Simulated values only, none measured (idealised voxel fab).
Process module in this document: voxel local oxidation
We display cut, a cross-section 265 nm in width whose square cells are each 5 nm.
If you're reading a cross-section in this doc, picture square cells in a grid; it comes to you as bands, top ones listed first down to the bottom, and a band can be one or more rows of cells.
Band: top height; bottom height; in nm. Then, left to right: material with width in nm, for each material. "all across": a single material spanning edge to edge. "air": empty space.
Height datum 0, below which the as-received substrate wafer is one material. Lowest band open at the bottom, running downward: "0 and below".
The notation "30 to 40" denotes a width that varies across the rows of cells in the band, beginning at the first number in the top row, finishing at the second number in the bottom row, and changing by an identical amount from each row to the next.
Take "changes: none" at face value: in the step it is given for, the cross-section changed in none of its cells.
If an empty space has no open way to the top and is at least 8 cells in size, "Enclosed internal voids" lists it, written width x height at distance, where distance is measured from the left edge and every value is in nm.
Formally, on a step line, whatever follows the settings is a remark that the simulator itself makes on the step.
Among the settings permitted on a step's line is "overlay nm"; applied to a step with a mask, it specifies the extent to which the mask lay to the right of its planned position, whereas a negative figure signifies a position to the left.
-- These are the steps we planned for the process
| 1 | RECEIVE | material Si |
| 2 | OXIDIZE | depth nm 5 |
| 3 | CONFORMAL_DEP | material SiN | thk nm 15 |
| 4 | MASKED_ETCH | tone cover | mask id ACTIVE | width nm 105 | pitch nm 125 | etch materials SiN | depth nm 15 | overlay nm 0 |
| 5 | SELECTIVE_ETCH | etch materials SiO2 | depth nm 5 |
| 6 | OXIDIZE | depth nm 15 |
| 7 | STRIP | etch materials SiN |
-- Cross-section, incoming material, after step 1
* 0 and below | Si all across
* Enclosed internal voids: none
-- Looking at the first of two wafers in cross-section at end of module - ran to plan
* 0 down to -5 | air=20, then SiO2=95, then air=30, then SiO2=95, then air=25
* -5 down to -20 | SiO2=35, then Si=65, then SiO2=60, then Si=65, then SiO2=40
* -20 and below | Si all across
* Enclosed internal voids: none
-- Now the second wafer, cross-sectioned at the end of the module. Nothing different at the start, nothing different in the plan compared with the first, just one mistake when it was actually run
* 10 down to -5 | SiO2 all across
* -5 and below | Si all across
* Enclosed internal voids: none
What was done differently from what was planned? step 3 went in with a setting other than planned; the actual run was CONFORMAL_DEP | material SiO2 | thk nm 15
It is noted that, at the conclusion of processing, the second wafer exhibits a higher or lower cell count for certain materials relative to the first: Si +81; SiO2 +40
